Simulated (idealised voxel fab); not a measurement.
Herein follows the process module entitled voxel tone inversion.
Section shown: cut. Width: 295 nm. Cell size: 5 nm, square.
A cross-section in this document is a grid of square cells, and it is written down as bands, the top band listed before the ones below it; a band is made up of one or more rows of cells.
Band: top and bottom heights (nm) first, top before bottom; then materials from left to right, widths in nm. "throughout" marks a sole material filling the band edge to edge. "blank" denotes empty space.
The reference from which all heights are counted is 0, the level beneath which the as-received wafer is entirely one material; the lowest band, having no lower bound, proceeds downward and is written after the example "0 down".
With a width like "30 to 40", each row of cells in the band differs from the next by the same amount, the top row carrying the first number and the bottom row the second.
The cross-section has no changed cell in any step marked "no modification".
Any empty space of 8 cells or more lacking an open way to the top shows up in "Sealed internal voids" as width x height at distance, distance from the left edge, in nm.
Whatever follows a step's settings on its line is a remark the simulator itself makes about that step.
The "overlay nm" setting may appear on a step's line; for a step that uses a mask, it gives how far to the right of its planned position the mask lay, and a negative value indicates the left.
PLANNED PROCESS STEPS
1,RECEIVE, material Si
2,CONFORMAL_DEP, material SiCN, thk nm 10
3,DIRECTIONAL_DEP, material polySi, thk nm 25
4,PATTERN, tone cover, mask id POSTS, material resist, width nm 25, pitch nm 45, thk nm 35, overlay nm 0
5,DIRECTIONAL_ETCH, etch materials polySi, depth nm 25
6,STRIP, etch materials resist
7,FILL_DEP, material lowk, thk nm 5
8,CMP, height nm 35
9,STRIP, etch materials polySi
10,CONFORMAL_DEP, material TiN, thk nm 5
11,FILL_DEP, material Cu, thk nm 5
12,CMP, height nm 35
13,CONFORMAL_DEP, material SiCN, thk nm 5
RUN AS PLANNED: FIRST OF TWO WAFERS
CROSS-SECTION OF THE WAFER AT RECEIPT, WHICH IS THE CONDITION AFTER STEP 1
	0 down = Si throughout
	Sealed internal voids: none
WAFER AFTER STEP 2 (CROSS-SECTION)
	10 to 0 = SiCN throughout
	Nothing below the height 0 has changed.
WAFER AFTER STEP 3 (CROSS-SECTION)
	35 to 10 = polySi throughout
	Nothing below the height 10 has changed.
WAFER AFTER STEP 4 (CROSS-SECTION)
	70 to 35 = blank 65, resist 25, blank 20, resist 25, blank 20, resist 25, blank 20, resist 25, blank 70
	Nothing below the height 35 has changed.
WAFER AFTER STEP 5 (CROSS-SECTION)
	70 to 35 = blank 65, resist 25, blank 20, resist 25, blank 20, resist 25, blank 20, resist 25, blank 70
	35 to 10 = blank 65, polySi 25, blank 20, polySi 25, blank 20, polySi 25, blank 20, polySi 25, blank 70
	Nothing below the height 10 has changed.
WAFER AFTER STEP 6 (CROSS-SECTION)
	35 to 10 = blank 65, polySi 25, blank 20, polySi 25, blank 20, polySi 25, blank 20, polySi 25, blank 70
	Nothing below the height 10 has changed.
WAFER AFTER STEP 7 (CROSS-SECTION)
	40 to 35 = lowk throughout
	35 to 10 = lowk 65, polySi 25, lowk 20, polySi 25, lowk 20, polySi 25, lowk 20, polySi 25, lowk 70
	Nothing below the height 10 has changed.
WAFER AFTER STEP 8 (CROSS-SECTION)
	35 to 10 = lowk 65, polySi 25, lowk 20, polySi 25, lowk 20, polySi 25, lowk 20, polySi 25, lowk 70
	Nothing below the height 10 has changed.
WAFER AFTER STEP 9 (CROSS-SECTION)
	35 to 10 = lowk 65, blank 25, lowk 20, blank 25, lowk 20, blank 25, lowk 20, blank 25, lowk 70
	Nothing below the height 10 has changed.
WAFER AFTER STEP 10 (CROSS-SECTION)
	40 to 35 = TiN 70, blank 15, TiN 30, blank 15, TiN 30, blank 15, TiN 30, blank 15, TiN 75
	35 to 15 = lowk 65, TiN 5, blank 15, TiN 5, lowk 20, TiN 5, blank 15, TiN 5, lowk 20, TiN 5, blank 15, TiN 5, lowk 20, TiN 5, blank 15, TiN 5, lowk 70
	15 to 10 = lowk 65, TiN 25, lowk 20, TiN 25, lowk 20, TiN 25, lowk 20, TiN 25, lowk 70
	Nothing below the height 10 has changed.
WAFER AFTER STEP 11 (CROSS-SECTION)
	45 to 40 = Cu throughout
	40 to 35 = TiN 70, Cu 15, TiN 30, Cu 15, TiN 30, Cu 15, TiN 30, Cu 15, TiN 75
	35 to 15 = lowk 65, TiN 5, Cu 15, TiN 5, lowk 20, TiN 5, Cu 15, TiN 5, lowk 20, TiN 5, Cu 15, TiN 5, lowk 20, TiN 5, Cu 15, TiN 5, lowk 70
	Nothing below the height 15 has changed.
WAFER AFTER STEP 12 (CROSS-SECTION)
	35 to 15 = lowk 65, TiN 5, Cu 15, TiN 5, lowk 20, TiN 5, Cu 15, TiN 5, lowk 20, TiN 5, Cu 15, TiN 5, lowk 20, TiN 5, Cu 15, TiN 5, lowk 70
	Nothing below the height 15 has changed.
WAFER AFTER STEP 13 (CROSS-SECTION)
	40 to 35 = SiCN throughout
	Nothing below the height 35 has changed.
THE SECOND WAFER WAS PREPARED FROM THE SAME STARTING POINT AND UNDER THE SAME PLAN AS THE FIRST; ITS PROCESSING CONTAINED ONE MISTAKE, AND IT REMAINS INDISTINGUISHABLE FROM THE FIRST WAFER UP TO AND INCLUDING STEP 1
PLANNED END OF STEP 2: SECOND WAFER, CROSS-SECTION
	25 to 0 = polySi throughout
	Nothing below the height 0 has changed.
PLANNED END OF STEP 3: SECOND WAFER, CROSS-SECTION
	35 to 25 = SiCN throughout
	Nothing below the height 25 has changed.
PLANNED END OF STEP 4: SECOND WAFER, CROSS-SECTION
	70 to 35 = blank 65, resist 25, blank 20, resist 25, blank 20, resist 25, blank 20, resist 25, blank 70
	Nothing below the height 35 has changed.
Planned end of step 5: second wafer, cross-section: no modification
PLANNED END OF STEP 6: SECOND WAFER, CROSS-SECTION
	35 to 25 = SiCN throughout
	Nothing below the height 25 has changed.
PLANNED END OF STEP 7: SECOND WAFER, CROSS-SECTION
	40 to 35 = lowk throughout
	Nothing below the height 35 has changed.
PLANNED END OF STEP 8: SECOND WAFER, CROSS-SECTION
	35 to 25 = SiCN throughout
	Nothing below the height 25 has changed.
Planned end of step 9: second wafer, cross-section: no modification
PLANNED END OF STEP 10: SECOND WAFER, CROSS-SECTION
	40 to 35 = TiN throughout
	Nothing below the height 35 has changed.
PLANNED END OF STEP 11: SECOND WAFER, CROSS-SECTION
	45 to 40 = Cu throughout
	Nothing below the height 40 has changed.
PLANNED END OF STEP 12: SECOND WAFER, CROSS-SECTION
	35 to 25 = SiCN throughout
	Nothing below the height 25 has changed.
PLANNED END OF STEP 13: SECOND WAFER, CROSS-SECTION
	40 to 25 = SiCN throughout
	Nothing below the height 25 has changed.
In executing the process, a mistake was made relative to the plan: plan steps 2 and 3 run swapped
Upon completion, the second wafer contains, in terms of cells, a greater or smaller amount of certain materials than the first wafer: Cu: 48 fewer; TiN: 52 fewer; lowk: 195 fewer; polySi: 295 more
